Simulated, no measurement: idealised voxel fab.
This section sets out a process module, namely voxel wiring stack.
In the cross-section labelled cut, the width is 180 nm and each square cell is 5 nm.
Square cells in a grid make up a cross-section in this document, and the grid is given as bands, listed from the top down, each one or more rows of cells.
Read a band's entry like this: the first values are the height of its top and the height of its bottom in nm, and what follows is the sequence of materials from left to right, each with its width in nm. Note that "air" is empty space, and that a single material marked "full width" reaches across the band from edge to edge.
Convention: height 0 is the level below which the wafer, as received, is all one material. The lowest band does not terminate at the bottom but continues downward, represented as "z 0 and below".
The expression "30 to 40" gives the width at the extremes of the band, the first number at its top row of cells and the second at its bottom row, with the width changing by equal amounts from each row to the next in between.
Step marked "remained unchanged"? Then no cell in the cross-section changed in it.
Each empty space that has no open way to the top and spans at least 8 cells appears under "Enclosed void entries" as width x height at distance, the distance counted from the left edge, all in nm.
If you see something after the settings on a step's line, that's the simulator's own remark about that step.
A step line may carry the setting "overlay nm", which, for steps involving a mask, states the distance by which the mask lay to the right of its intended position; negative values denote displacement to the left.

## Set out below are the planned steps of the process
step 1: RECEIVE with material Si
step 2: CONFORMAL_DEP with material SiO2, thk nm 10
step 3: CONFORMAL_DEP with material SiN, thk nm 5
step 4: DIRECTIONAL_DEP with material SiO2, thk nm 25
step 5: MASKED_ETCH with tone open, mask id METAL_1, width nm 30, pitch nm 55, etch materials SiO2, depth nm 25, overlay nm 0
step 6: MASKED_ETCH with tone open, mask id METAL_1, width nm 30, pitch nm 55, etch materials SiN, depth nm 5, overlay nm 0
step 7: CONFORMAL_DEP with material TiN, thk nm 5
step 8: FILL_DEP with material Cu, thk nm 5
step 9: CMP with height nm 40
step 10: CONFORMAL_DEP with material SiCN, thk nm 5
step 11: DIRECTIONAL_DEP with material lowk, thk nm 15
step 12: DIRECTIONAL_DEP with material aC, thk nm 15
step 13: PATTERN with tone open, mask id PLUG_1, material resist, width nm 15, thk nm 35, overlay nm 0
step 14: DIRECTIONAL_ETCH with etch materials aC, depth nm 15
step 15: STRIP with etch materials resist
step 16: DIRECTIONAL_ETCH with etch materials lowk, depth nm 15
step 17: DIRECTIONAL_ETCH with etch materials SiCN, depth nm 5
step 18: STRIP with etch materials aC
step 19: EPI with material Ru, thk nm 10
step 20: EPI with material Ru, thk nm 10
step 21: CONFORMAL_DEP with material SiCN, thk nm 5
step 22: DIRECTIONAL_DEP with material SiO2, thk nm 15
step 23: DIRECTIONAL_DEP with material aC, thk nm 15
step 24: PATTERN with tone open, mask id METAL_2, material resist, width nm 30, pitch nm 55, thk nm 35, overlay nm 0
step 25: DIRECTIONAL_ETCH with etch materials aC, depth nm 15
step 26: STRIP with etch materials resist
step 27: DIRECTIONAL_ETCH with etch materials SiO2, depth nm 15
step 28: DIRECTIONAL_ETCH with etch materials SiCN, depth nm 5
step 29: STRIP with etch materials aC
step 30: CONFORMAL_DEP with material TiN, thk nm 5
step 31: FILL_DEP with material W, thk nm 10
step 32: CMP with height nm 80
step 33: CONFORMAL_DEP with material SiCN, thk nm 5
step 34: DIRECTIONAL_DEP with material SiO2, thk nm 15
step 35: DIRECTIONAL_DEP with material aC, thk nm 15
step 36: PATTERN with tone open, mask id PLUG_2, material resist, width nm 15, pitch nm 55, thk nm 30, overlay nm 0
step 37: DIRECTIONAL_ETCH with etch materials aC, depth nm 15
step 38: STRIP with etch materials resist
step 39: DIRECTIONAL_ETCH with etch materials SiO2, depth nm 15
step 40: DIRECTIONAL_ETCH with etch materials SiCN, depth nm 5
step 41: STRIP with etch materials aC
step 42: CONFORMAL_DEP with material TiN, thk nm 5
step 43: FILL_DEP with material Ru, thk nm 5
step 44: CMP with height nm 100
step 45: DIRECTIONAL_DEP with material TiN, thk nm 5
step 46: DIRECTIONAL_DEP with material Ru, thk nm 25
step 47: MASKED_ETCH with tone cover, mask id METAL_3, width nm 30, pitch nm 55, etch materials Ru, depth nm 25, overlay nm 0
step 48: MASKED_ETCH with tone cover, mask id METAL_3, width nm 30, pitch nm 55, etch materials TiN, depth nm 5, overlay nm 0
step 49: CONFORMAL_DEP with material SiCN, thk nm 5
step 50: FILL_DEP with material SiO2, thk nm 5
step 51: CMP with height nm 130
step 52: CONFORMAL_DEP with material SiCN, thk nm 5
step 53: DIRECTIONAL_DEP with material lowk, thk nm 25
step 54: PATTERN with tone open, mask id METAL_4_HOLES, material resist, width nm 15, pitch nm 55, thk nm 15, overlay nm 0
step 55: DIRECTIONAL_ETCH with etch materials lowk, depth nm 25
step 56: STRIP with etch materials resist
step 57: MASKED_ETCH with tone open, mask id METAL_4, width nm 30, pitch nm 55, etch materials lowk, depth nm 15, overlay nm 0
step 58: MASKED_ETCH with tone open, mask id METAL_4, width nm 30, pitch nm 55, etch materials SiCN, depth nm 5, overlay nm 0
step 59: CONFORMAL_DEP with material TiN, thk nm 5
step 60: FILL_DEP with material Cu, thk nm 10
step 61: CMP with height nm 160
step 62: CONFORMAL_DEP with material SiCN, thk nm 5

## Concerning the first of two wafers, which was run in accordance with the plan

## As-received wafer cross-section (after step 1)
z 0 and below = Si full width
Enclosed void entries: none

## How the wafer stands in section after step 2
z 10 to 0 = SiO2 full width
Whatever lies below 0 is exactly as it was before.

## How the wafer stands in section after step 3
z 15 to 10 = SiN full width
Whatever lies below 10 is exactly as it was before.

## How the wafer stands in section after step 4
z 40 to 15 = SiO2 full width
Whatever lies below 15 is exactly as it was before.

## How the wafer stands in section after step 5
z 40 to 15 = 45 of SiO2 | 30 of air | 25 of SiO2 | 30 of air | 50 of SiO2
Whatever lies below 15 is exactly as it was before.

## How the wafer stands in section after step 6
z 40 to 15 = 45 of SiO2 | 30 of air | 25 of SiO2 | 30 of air | 50 of SiO2
z 15 to 10 = 45 of SiN | 30 of air | 25 of SiN | 30 of air | 50 of SiN
Whatever lies below 10 is exactly as it was before.

## How the wafer stands in section after step 7
z 45 to 40 = 50 of TiN | 20 of air | 35 of TiN | 20 of air | 55 of TiN
z 40 to 15 = 45 of SiO2 | 5 of TiN | 20 of air | 5 of TiN | 25 of SiO2 | 5 of TiN | 20 of air | 5 of TiN | 50 of SiO2
z 15 to 10 = 45 of SiN | 30 of TiN | 25 of SiN | 30 of TiN | 50 of SiN
Whatever lies below 10 is exactly as it was before.

## How the wafer stands in section after step 8
z 50 to 45 = Cu full width
z 45 to 40 = 50 of TiN | 20 of Cu | 35 of TiN | 20 of Cu | 55 of TiN
z 40 to 15 = 45 of SiO2 | 5 of TiN | 20 of Cu | 5 of TiN | 25 of SiO2 | 5 of TiN | 20 of Cu | 5 of TiN | 50 of SiO2
Whatever lies below 15 is exactly as it was before.

## How the wafer stands in section after step 9
z 40 to 15 = 45 of SiO2 | 5 of TiN | 20 of Cu | 5 of TiN | 25 of SiO2 | 5 of TiN | 20 of Cu | 5 of TiN | 50 of SiO2
Whatever lies below 15 is exactly as it was before.

## How the wafer stands in section after step 10
z 45 to 40 = SiCN full width
Whatever lies below 40 is exactly as it was before.

## How the wafer stands in section after step 11
z 60 to 45 = lowk full width
Whatever lies below 45 is exactly as it was before.

## How the wafer stands in section after step 12
z 75 to 60 = aC full width
Whatever lies below 60 is exactly as it was before.

## How the wafer stands in section after step 13
z 110 to 75 = 45 of resist | 15 of air | 120 of resist
Whatever lies below 75 is exactly as it was before.

## How the wafer stands in section after step 14
z 95 to 75 = 45 of resist | 15 of air | 120 of resist
z 75 to 60 = 45 of aC | 15 of air | 120 of aC
Whatever lies below 60 is exactly as it was before.

## How the wafer stands in section after step 15
z 75 to 60 = 45 of aC | 15 of air | 120 of aC
Whatever lies below 60 is exactly as it was before.

## How the wafer stands in section after step 16
z 75 to 60 = 45 of aC | 15 of air | 120 of aC
z 60 to 45 = 45 of lowk | 15 of air | 120 of lowk
Whatever lies below 45 is exactly as it was before.

## How the wafer stands in section after step 17
z 75 to 60 = 45 of aC | 15 of air | 120 of aC
z 60 to 45 = 45 of lowk | 15 of air | 120 of lowk
z 45 to 40 = 45 of SiCN | 15 of air | 120 of SiCN
Whatever lies below 40 is exactly as it was before.

## How the wafer stands in section after step 18
z 60 to 45 = 45 of lowk | 15 of air | 120 of lowk
Whatever lies below 45 is exactly as it was before.

## How the wafer stands in section after step 19
z 60 to 50 = 45 of lowk | 15 of air | 120 of lowk
z 50 to 45 = 45 of lowk | 15 of Ru | 120 of lowk
z 45 to 40 = 45 of SiCN | 15 of Ru | 120 of SiCN
Whatever lies below 40 is exactly as it was before.

## How the wafer stands in section after step 20
z 60 to 45 = 45 of lowk | 15 of Ru | 120 of lowk
Whatever lies below 45 is exactly as it was before.

## How the wafer stands in section after step 21
z 65 to 60 = SiCN full width
Whatever lies below 60 is exactly as it was before.

## How the wafer stands in section after step 22
z 80 to 65 = SiO2 full width
Whatever lies below 65 is exactly as it was before.

## How the wafer stands in section after step 23
z 95 to 80 = aC full width
Whatever lies below 80 is exactly as it was before.

## How the wafer stands in section after step 24
z 130 to 95 = 45 of resist | 30 of air | 25 of resist | 30 of air | 50 of resist
Whatever lies below 95 is exactly as it was before.

## How the wafer stands in section after step 25
z 115 to 95 = 45 of resist | 30 of air | 25 of resist | 30 of air | 50 of resist
z 95 to 80 = 45 of aC | 30 of air | 25 of aC | 30 of air | 50 of aC
Whatever lies below 80 is exactly as it was before.

## How the wafer stands in section after step 26
z 95 to 80 = 45 of aC | 30 of air | 25 of aC | 30 of air | 50 of aC
Whatever lies below 80 is exactly as it was before.

## How the wafer stands in section after step 27
z 95 to 80 = 45 of aC | 30 of air | 25 of aC | 30 of air | 50 of aC
z 80 to 65 = 45 of SiO2 | 30 of air | 25 of SiO2 | 30 of air | 50 of SiO2
Whatever lies below 65 is exactly as it was before.

## How the wafer stands in section after step 28
z 95 to 80 = 45 of aC | 30 of air | 25 of aC | 30 of air | 50 of aC
z 80 to 65 = 45 of SiO2 | 30 of air | 25 of SiO2 | 30 of air | 50 of SiO2
z 65 to 60 = 45 of SiCN | 30 of air | 25 of SiCN | 30 of air | 50 of SiCN
Whatever lies below 60 is exactly as it was before.

## How the wafer stands in section after step 29
z 80 to 65 = 45 of SiO2 | 30 of air | 25 of SiO2 | 30 of air | 50 of SiO2
Whatever lies below 65 is exactly as it was before.

## How the wafer stands in section after step 30
z 85 to 80 = 50 of TiN | 20 of air | 35 of TiN | 20 of air | 55 of TiN
z 80 to 65 = 45 of SiO2 | 5 of TiN | 20 of air | 5 of TiN | 25 of SiO2 | 5 of TiN | 20 of air | 5 of TiN | 50 of SiO2
z 65 to 60 = 45 of SiCN | 30 of TiN | 25 of SiCN | 30 of TiN | 50 of SiCN
Whatever lies below 60 is exactly as it was before.

## How the wafer stands in section after step 31
z 95 to 85 = W full width
z 85 to 80 = 50 of TiN | 20 of W | 35 of TiN | 20 of W | 55 of TiN
z 80 to 65 = 45 of SiO2 | 5 of TiN | 20 of W | 5 of TiN | 25 of SiO2 | 5 of TiN | 20 of W | 5 of TiN | 50 of SiO2
Whatever lies below 65 is exactly as it was before.

## How the wafer stands in section after step 32
z 80 to 65 = 45 of SiO2 | 5 of TiN | 20 of W | 5 of TiN | 25 of SiO2 | 5 of TiN | 20 of W | 5 of TiN | 50 of SiO2
Whatever lies below 65 is exactly as it was before.

## How the wafer stands in section after step 33
z 85 to 80 = SiCN full width
Whatever lies below 80 is exactly as it was before.

## How the wafer stands in section after step 34
z 100 to 85 = SiO2 full width
Whatever lies below 85 is exactly as it was before.

## How the wafer stands in section after step 35
z 115 to 100 = aC full width
Whatever lies below 100 is exactly as it was before.

## How the wafer stands in section after step 36
z 145 to 115 = 45 of resist | 15 of air | 40 of resist | 15 of air | 65 of resist
Whatever lies below 115 is exactly as it was before.

## How the wafer stands in section after step 37
z 130 to 115 = 45 of resist | 15 of air | 40 of resist | 15 of air | 65 of resist
z 115 to 100 = 45 of aC | 15 of air | 40 of aC | 15 of air | 65 of aC
Whatever lies below 100 is exactly as it was before.

## How the wafer stands in section after step 38
z 115 to 100 = 45 of aC | 15 of air | 40 of aC | 15 of air | 65 of aC
Whatever lies below 100 is exactly as it was before.

## How the wafer stands in section after step 39
z 115 to 100 = 45 of aC | 15 of air | 40 of aC | 15 of air | 65 of aC
z 100 to 85 = 45 of SiO2 | 15 of air | 40 of SiO2 | 15 of air | 65 of SiO2
Whatever lies below 85 is exactly as it was before.

## How the wafer stands in section after step 40
z 115 to 100 = 45 of aC | 15 of air | 40 of aC | 15 of air | 65 of aC
z 100 to 85 = 45 of SiO2 | 15 of air | 40 of SiO2 | 15 of air | 65 of SiO2
z 85 to 80 = 45 of SiCN | 15 of air | 40 of SiCN | 15 of air | 65 of SiCN
Whatever lies below 80 is exactly as it was before.

## How the wafer stands in section after step 41
z 100 to 85 = 45 of SiO2 | 15 of air | 40 of SiO2 | 15 of air | 65 of SiO2
Whatever lies below 85 is exactly as it was before.

## How the wafer stands in section after step 42
z 105 to 100 = 50 of TiN | 5 of air | 50 of TiN | 5 of air | 70 of TiN
z 100 to 85 = 45 of SiO2 | 5 of TiN | 5 of air | 5 of TiN | 40 of SiO2 | 5 of TiN | 5 of air | 5 of TiN | 65 of SiO2
z 85 to 80 = 45 of SiCN | 15 of TiN | 40 of SiCN | 15 of TiN | 65 of SiCN
Whatever lies below 80 is exactly as it was before.

## How the wafer stands in section after step 43
z 110 to 105 = Ru full width
z 105 to 100 = 50 of TiN | 5 of Ru | 50 of TiN | 5 of Ru | 70 of TiN
z 100 to 85 = 45 of SiO2 | 5 of TiN | 5 of Ru | 5 of TiN | 40 of SiO2 | 5 of TiN | 5 of Ru | 5 of TiN | 65 of SiO2
Whatever lies below 85 is exactly as it was before.

## How the wafer stands in section after step 44
z 100 to 85 = 45 of SiO2 | 5 of TiN | 5 of Ru | 5 of TiN | 40 of SiO2 | 5 of TiN | 5 of Ru | 5 of TiN | 65 of SiO2
Whatever lies below 85 is exactly as it was before.

## How the wafer stands in section after step 45
z 105 to 100 = TiN full width
Whatever lies below 100 is exactly as it was before.

## How the wafer stands in section after step 46
z 130 to 105 = Ru full width
Whatever lies below 105 is exactly as it was before.

## How the wafer stands in section after step 47
z 130 to 105 = 45 of air | 30 of Ru | 25 of air | 30 of Ru | 50 of air
Whatever lies below 105 is exactly as it was before.

## How the wafer stands in section after step 48
z 130 to 105 = 45 of air | 30 of Ru | 25 of air | 30 of Ru | 50 of air
z 105 to 100 = 45 of air | 30 of TiN | 25 of air | 30 of TiN | 50 of air
Whatever lies below 100 is exactly as it was before.

## How the wafer stands in section after step 49
z 135 to 130 = 40 of air | 40 of SiCN | 15 of air | 40 of SiCN | 45 of air
z 130 to 105 = 40 of air | 5 of SiCN | 30 of Ru | 5 of SiCN | 15 of air | 5 of SiCN | 30 of Ru | 5 of SiCN | 45 of air
z 105 to 100 = 45 of SiCN | 30 of TiN | 25 of SiCN | 30 of TiN | 50 of SiCN
Whatever lies below 100 is exactly as it was before.

## How the wafer stands in section after step 50
z 140 to 135 = SiO2 full width
z 135 to 130 = 40 of SiO2 | 40 of SiCN | 15 of SiO2 | 40 of SiCN | 45 of SiO2
z 130 to 105 = 40 of SiO2 | 5 of SiCN | 30 of Ru | 5 of SiCN | 15 of SiO2 | 5 of SiCN | 30 of Ru | 5 of SiCN | 45 of SiO2
Whatever lies below 105 is exactly as it was before.

## How the wafer stands in section after step 51
z 130 to 105 = 40 of SiO2 | 5 of SiCN | 30 of Ru | 5 of SiCN | 15 of SiO2 | 5 of SiCN | 30 of Ru | 5 of SiCN | 45 of SiO2
Whatever lies below 105 is exactly as it was before.

## How the wafer stands in section after step 52
z 135 to 130 = SiCN full width
Whatever lies below 130 is exactly as it was before.

## How the wafer stands in section after step 53
z 160 to 135 = lowk full width
Whatever lies below 135 is exactly as it was before.

## How the wafer stands in section after step 54
z 175 to 160 = 45 of resist | 15 of air | 40 of resist | 15 of air | 65 of resist
Whatever lies below 160 is exactly as it was before.

## How the wafer stands in section after step 55
z 175 to 160 = 45 of resist | 15 of air | 40 of resist | 15 of air | 65 of resist
z 160 to 135 = 45 of lowk | 15 of air | 40 of lowk | 15 of air | 65 of lowk
Whatever lies below 135 is exactly as it was before.

## How the wafer stands in section after step 56
z 160 to 135 = 45 of lowk | 15 of air | 40 of lowk | 15 of air | 65 of lowk
Whatever lies below 135 is exactly as it was before.

## How the wafer stands in section after step 57
z 160 to 145 = 45 of lowk | 30 of air | 25 of lowk | 30 of air | 50 of lowk
Whatever lies below 145 is exactly as it was before.

## How the wafer stands in section after step 58
z 160 to 145 = 45 of lowk | 30 of air | 25 of lowk | 30 of air | 50 of lowk
z 145 to 135 = 45 of lowk | 15 of air | 40 of lowk | 15 of air | 65 of lowk
z 135 to 130 = 45 of SiCN | 15 of air | 40 of SiCN | 15 of air | 65 of SiCN
Whatever lies below 130 is exactly as it was before.

## How the wafer stands in section after step 59
z 165 to 160 = 50 of TiN | 20 of air | 35 of TiN | 20 of air | 55 of TiN
z 160 to 150 = 45 of lowk | 5 of TiN | 20 of air | 5 of TiN | 25 of lowk | 5 of TiN | 20 of air | 5 of TiN | 50 of lowk
z 150 to 145 = 45 of lowk | 5 of TiN | 5 of air | 20 of TiN | 25 of lowk | 5 of TiN | 5 of air | 20 of TiN | 50 of lowk
z 145 to 135 = 45 of lowk | 5 of TiN | 5 of air | 5 of TiN | 40 of lowk | 5 of TiN | 5 of air | 5 of TiN | 65 of lowk
z 135 to 130 = 45 of SiCN | 15 of TiN | 40 of SiCN | 15 of TiN | 65 of SiCN
Whatever lies below 130 is exactly as it was before.

## How the wafer stands in section after step 60
z 175 to 165 = Cu full width
z 165 to 160 = 50 of TiN | 20 of Cu | 35 of TiN | 20 of Cu | 55 of TiN
z 160 to 150 = 45 of lowk | 5 of TiN | 20 of Cu | 5 of TiN | 25 of lowk | 5 of TiN | 20 of Cu | 5 of TiN | 50 of lowk
z 150 to 145 = 45 of lowk | 5 of TiN | 5 of Cu | 20 of TiN | 25 of lowk | 5 of TiN | 5 of Cu | 20 of TiN | 50 of lowk
z 145 to 135 = 45 of lowk | 5 of TiN | 5 of Cu | 5 of TiN | 40 of lowk | 5 of TiN | 5 of Cu | 5 of TiN | 65 of lowk
Whatever lies below 135 is exactly as it was before.

## How the wafer stands in section after step 61
z 160 to 150 = 45 of lowk | 5 of TiN | 20 of Cu | 5 of TiN | 25 of lowk | 5 of TiN | 20 of Cu | 5 of TiN | 50 of lowk
Whatever lies below 150 is exactly as it was before.

## How the wafer stands in section after step 62
z 165 to 160 = SiCN full width
Whatever lies below 160 is exactly as it was before.

## Second Wafer (Identical Start and Plan, One Processing Error; Matches First Wafer Through Step 33)

## Cross-section of the second wafer at the time step 34 of the plan should have ended
z 90 to 85 = SiO2 full width
Whatever lies below 85 is exactly as it was before.

## Cross-section of the second wafer at the time step 35 of the plan should have ended
z 105 to 90 = aC full width
Whatever lies below 90 is exactly as it was before.

## Cross-section of the second wafer at the time step 36 of the plan should have ended
z 135 to 105 = 45 of resist | 15 of air | 40 of resist | 15 of air | 65 of resist
Whatever lies below 105 is exactly as it was before.

## Cross-section of the second wafer at the time step 37 of the plan should have ended
z 120 to 105 = 45 of resist | 15 of air | 40 of resist | 15 of air | 65 of resist
z 105 to 90 = 45 of aC | 15 of air | 40 of aC | 15 of air | 65 of aC
Whatever lies below 90 is exactly as it was before.

## Cross-section of the second wafer at the time step 38 of the plan should have ended
z 105 to 90 = 45 of aC | 15 of air | 40 of aC | 15 of air | 65 of aC
Whatever lies below 90 is exactly as it was before.

## Cross-section of the second wafer at the time step 39 of the plan should have ended
z 105 to 90 = 45 of aC | 15 of air | 40 of aC | 15 of air | 65 of aC
z 90 to 85 = 45 of SiO2 | 15 of air | 40 of SiO2 | 15 of air | 65 of SiO2
Whatever lies below 85 is exactly as it was before.

## Cross-section of the second wafer at the time step 40 of the plan should have ended
z 105 to 90 = 45 of aC | 15 of air | 40 of aC | 15 of air | 65 of aC
z 90 to 85 = 45 of SiO2 | 15 of air | 40 of SiO2 | 15 of air | 65 of SiO2
z 85 to 80 = 45 of SiCN | 15 of air | 40 of SiCN | 15 of air | 65 of SiCN
Whatever lies below 80 is exactly as it was before.

## Cross-section of the second wafer at the time step 41 of the plan should have ended
z 90 to 85 = 45 of SiO2 | 15 of air | 40 of SiO2 | 15 of air | 65 of SiO2
Whatever lies below 85 is exactly as it was before.

## Cross-section of the second wafer at the time step 42 of the plan should have ended
z 95 to 90 = 50 of TiN | 5 of air | 50 of TiN | 5 of air | 70 of TiN
z 90 to 85 = 45 of SiO2 | 5 of TiN | 5 of air | 5 of TiN | 40 of SiO2 | 5 of TiN | 5 of air | 5 of TiN | 65 of SiO2
z 85 to 80 = 45 of SiCN | 15 of TiN | 40 of SiCN | 15 of TiN | 65 of SiCN
Whatever lies below 80 is exactly as it was before.

## Cross-section of the second wafer at the time step 43 of the plan should have ended
z 100 to 95 = Ru full width
z 95 to 90 = 50 of TiN | 5 of Ru | 50 of TiN | 5 of Ru | 70 of TiN
z 90 to 85 = 45 of SiO2 | 5 of TiN | 5 of Ru | 5 of TiN | 40 of SiO2 | 5 of TiN | 5 of Ru | 5 of TiN | 65 of SiO2
Whatever lies below 85 is exactly as it was before.

Cross-section of the second wafer at the time step 44 of the plan should have ended: remained unchanged

## Cross-section of the second wafer at the time step 45 of the plan should have ended
z 105 to 100 = TiN full width
Whatever lies below 100 is exactly as it was before.

## Cross-section of the second wafer at the time step 46 of the plan should have ended
z 130 to 105 = Ru full width
Whatever lies below 105 is exactly as it was before.

## Cross-section of the second wafer at the time step 47 of the plan should have ended
z 130 to 105 = 45 of air | 30 of Ru | 25 of air | 30 of Ru | 50 of air
Whatever lies below 105 is exactly as it was before.

## Cross-section of the second wafer at the time step 48 of the plan should have ended
z 130 to 105 = 45 of air | 30 of Ru | 25 of air | 30 of Ru | 50 of air
z 105 to 100 = 45 of air | 30 of TiN | 25 of air | 30 of TiN | 50 of air
Whatever lies below 100 is exactly as it was before.

## Cross-section of the second wafer at the time step 49 of the plan should have ended
z 135 to 130 = 40 of air | 40 of SiCN | 15 of air | 40 of SiCN | 45 of air
z 130 to 105 = 40 of air | 5 of SiCN | 30 of Ru | 5 of SiCN | 15 of air | 5 of SiCN | 30 of Ru | 5 of SiCN | 45 of air
z 105 to 100 = 45 of SiCN | 30 of TiN | 25 of SiCN | 30 of TiN | 50 of SiCN
Whatever lies below 100 is exactly as it was before.

## Cross-section of the second wafer at the time step 50 of the plan should have ended
z 140 to 135 = SiO2 full width
z 135 to 130 = 40 of SiO2 | 40 of SiCN | 15 of SiO2 | 40 of SiCN | 45 of SiO2
z 130 to 105 = 40 of SiO2 | 5 of SiCN | 30 of Ru | 5 of SiCN | 15 of SiO2 | 5 of SiCN | 30 of Ru | 5 of SiCN | 45 of SiO2
Whatever lies below 105 is exactly as it was before.

## Cross-section of the second wafer at the time step 51 of the plan should have ended
z 130 to 105 = 40 of SiO2 | 5 of SiCN | 30 of Ru | 5 of SiCN | 15 of SiO2 | 5 of SiCN | 30 of Ru | 5 of SiCN | 45 of SiO2
Whatever lies below 105 is exactly as it was before.

## Cross-section of the second wafer at the time step 52 of the plan should have ended
z 135 to 130 = SiCN full width
Whatever lies below 130 is exactly as it was before.

## Cross-section of the second wafer at the time step 53 of the plan should have ended
z 160 to 135 = lowk full width
Whatever lies below 135 is exactly as it was before.

## Cross-section of the second wafer at the time step 54 of the plan should have ended
z 175 to 160 = 45 of resist | 15 of air | 40 of resist | 15 of air | 65 of resist
Whatever lies below 160 is exactly as it was before.

## Cross-section of the second wafer at the time step 55 of the plan should have ended
z 175 to 160 = 45 of resist | 15 of air | 40 of resist | 15 of air | 65 of resist
z 160 to 135 = 45 of lowk | 15 of air | 40 of lowk | 15 of air | 65 of lowk
Whatever lies below 135 is exactly as it was before.

## Cross-section of the second wafer at the time step 56 of the plan should have ended
z 160 to 135 = 45 of lowk | 15 of air | 40 of lowk | 15 of air | 65 of lowk
Whatever lies below 135 is exactly as it was before.

## Cross-section of the second wafer at the time step 57 of the plan should have ended
z 160 to 145 = 45 of lowk | 30 of air | 25 of lowk | 30 of air | 50 of lowk
Whatever lies below 145 is exactly as it was before.

## Cross-section of the second wafer at the time step 58 of the plan should have ended
z 160 to 145 = 45 of lowk | 30 of air | 25 of lowk | 30 of air | 50 of lowk
z 145 to 135 = 45 of lowk | 15 of air | 40 of lowk | 15 of air | 65 of lowk
z 135 to 130 = 45 of SiCN | 15 of air | 40 of SiCN | 15 of air | 65 of SiCN
Whatever lies below 130 is exactly as it was before.

## Cross-section of the second wafer at the time step 59 of the plan should have ended
z 165 to 160 = 50 of TiN | 20 of air | 35 of TiN | 20 of air | 55 of TiN
z 160 to 150 = 45 of lowk | 5 of TiN | 20 of air | 5 of TiN | 25 of lowk | 5 of TiN | 20 of air | 5 of TiN | 50 of lowk
z 150 to 145 = 45 of lowk | 5 of TiN | 5 of air | 20 of TiN | 25 of lowk | 5 of TiN | 5 of air | 20 of TiN | 50 of lowk
z 145 to 135 = 45 of lowk | 5 of TiN | 5 of air | 5 of TiN | 40 of lowk | 5 of TiN | 5 of air | 5 of TiN | 65 of lowk
z 135 to 130 = 45 of SiCN | 15 of TiN | 40 of SiCN | 15 of TiN | 65 of SiCN
Whatever lies below 130 is exactly as it was before.

## Cross-section of the second wafer at the time step 60 of the plan should have ended
z 175 to 165 = Cu full width
z 165 to 160 = 50 of TiN | 20 of Cu | 35 of TiN | 20 of Cu | 55 of TiN
z 160 to 150 = 45 of lowk | 5 of TiN | 20 of Cu | 5 of TiN | 25 of lowk | 5 of TiN | 20 of Cu | 5 of TiN | 50 of lowk
z 150 to 145 = 45 of lowk | 5 of TiN | 5 of Cu | 20 of TiN | 25 of lowk | 5 of TiN | 5 of Cu | 20 of TiN | 50 of lowk
z 145 to 135 = 45 of lowk | 5 of TiN | 5 of Cu | 5 of TiN | 40 of lowk | 5 of TiN | 5 of Cu | 5 of TiN | 65 of lowk
Whatever lies below 135 is exactly as it was before.

## Cross-section of the second wafer at the time step 61 of the plan should have ended
z 160 to 150 = 45 of lowk | 5 of TiN | 20 of Cu | 5 of TiN | 25 of lowk | 5 of TiN | 20 of Cu | 5 of TiN | 50 of lowk
Whatever lies below 150 is exactly as it was before.

## Cross-section of the second wafer at the time step 62 of the plan should have ended
z 165 to 160 = SiCN full width
Whatever lies below 160 is exactly as it was before.
It is concluded that the wafer was processed incorrectly with respect to the plan, in that it should be noted that step 34 was executed with settings other than those planned, the operation and settings actually applied being DIRECTIONAL_DEP with material SiO2, thk nm 5
Count the cells at the end and the second wafer has more or fewer of some materials than the first: Ru: 34 more; SiO2: 60 fewer; TiN: 26 more
